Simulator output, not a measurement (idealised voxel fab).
process module | voxel self aligned contacts
cross-section cut | 260 nm wide | cells 5 nm
A cross-section is a grid of square cells, given in bands from the top down. A band is one or more rows of cells.
Each band's line starts with the height of the band's top and of its bottom, in nm. Then come its materials from left to right, each with its width in nm. One material with "throughout" fills the band from edge to edge. "air" is empty space.
Height 0 is the level under which the wafer as received is all one material. The lowest band goes on downwards, as in "0 down".
A width such as "30 to 40" changes by the same amount from each row of cells to the next, from the band's top row to its bottom row.
"no change" after a step means that no cell of the cross-section changed.
closed voids: empty space of 8 cells or more with no open way to the top, each as width x height at its distance from the left edge, in nm
after a step's settings: what the simulator itself notes on the step
overlay nm, on a step with a mask: how far to the right of its planned place the mask lay; to the left if negative
plan
1 op RECEIVE | material Si
2 op CONFORMAL_DEP | material SiO2 | thk nm 5
3 op DIRECTIONAL_DEP | material polySi | thk nm 25
4 op DIRECTIONAL_DEP | material SiN | thk nm 25
5 op PATTERN | tone cover | mask id GATE | material resist | width nm 15 | pitch nm 70 | thk nm 20 | overlay nm 0
6 op DIRECTIONAL_ETCH | etch materials SiN | depth nm 25
7 op DIRECTIONAL_ETCH | etch materials polySi | depth nm 25
8 op STRIP | etch materials resist
9 op CONFORMAL_DEP | material SiN | thk nm 10
10 op DIRECTIONAL_ETCH | etch materials SiN | depth nm 10
11 op FILL_DEP | material SiO2 | thk nm 20
12 op CMP | height nm 65
13 op MASKED_ETCH | tone open | mask id CONTACT | width nm 55 | etch materials SiO2 | depth nm 65 | overlay nm 0
14 op CONFORMAL_DEP | material TiN | thk nm 5
15 op FILL_DEP | material Ru | thk nm 5
16 op CMP | height nm 65
17 op CONFORMAL_DEP | material SiN | thk nm 5
varied across the wafers: width nm of step 5. The plan shows the first wafer's value. All wafers start alike
first wafer as received, after step 1
  0 down: Si throughout
  closed voids: none
first wafer at the end, after step 17
  70 to 65: SiN throughout
  65 to 55: SiO2 100 | TiN 5 to 15 | Ru 45 to 25 | TiN 5 to 15 | SiO2 105
  55 to 30: SiO2 75 | SiN 35 | TiN 5 | Ru 25 | TiN 5 | SiN 35 | SiO2 80
  30 to 5: SiO2 75 | SiN 10 | polySi 15 | SiN 10 | TiN 5 | Ru 25 | TiN 5 | SiN 10 | polySi 15 | SiN 10 | SiO2 80
  5 to 0: SiO2 110 | TiN 35 | SiO2 115
  0 down: Si throughout
  closed voids: none
last wafer at the end
  70 to 65: SiN throughout
  65 to 60: SiO2 100 | TiN 5 | Ru 45 | TiN 5 | SiO2 105
  60 to 55: SiO2 100 | TiN 55 | SiO2 105
  55 to 30: SiO2 65 | SiN 60 | TiN 10 | SiN 60 | SiO2 65
  30 to 5: SiO2 65 | SiN 10 | polySi 40 | SiN 10 | TiN 10 | SiN 10 | polySi 40 | SiN 10 | SiO2 65
  5 to 0: SiO2 125 | TiN 10 | SiO2 125
  0 down: Si throughout
  closed voids: none
each wafer at the end: cells of each material gained (+) or lost (-) since it was received, then its closed voids
width nm 15 | +64 Ru | +162 SiN | +437 SiO2 | +35 TiN | +30 polySi | closed voids: none
width nm 20 | +53 Ru | +172 SiN | +428 SiO2 | +35 TiN | +40 polySi | closed voids: none
width nm 25 | +42 Ru | +182 SiN | +419 SiO2 | +35 TiN | +50 polySi | closed voids: none
width nm 30 | +31 Ru | +192 SiN | +410 SiO2 | +35 TiN | +60 polySi | closed voids: none
width nm 35 | +20 Ru | +202 SiN | +401 SiO2 | +35 TiN | +70 polySi | closed voids: none
width nm 40 | +9 Ru | +212 SiN | +392 SiO2 | +35 TiN | +80 polySi | closed voids: none
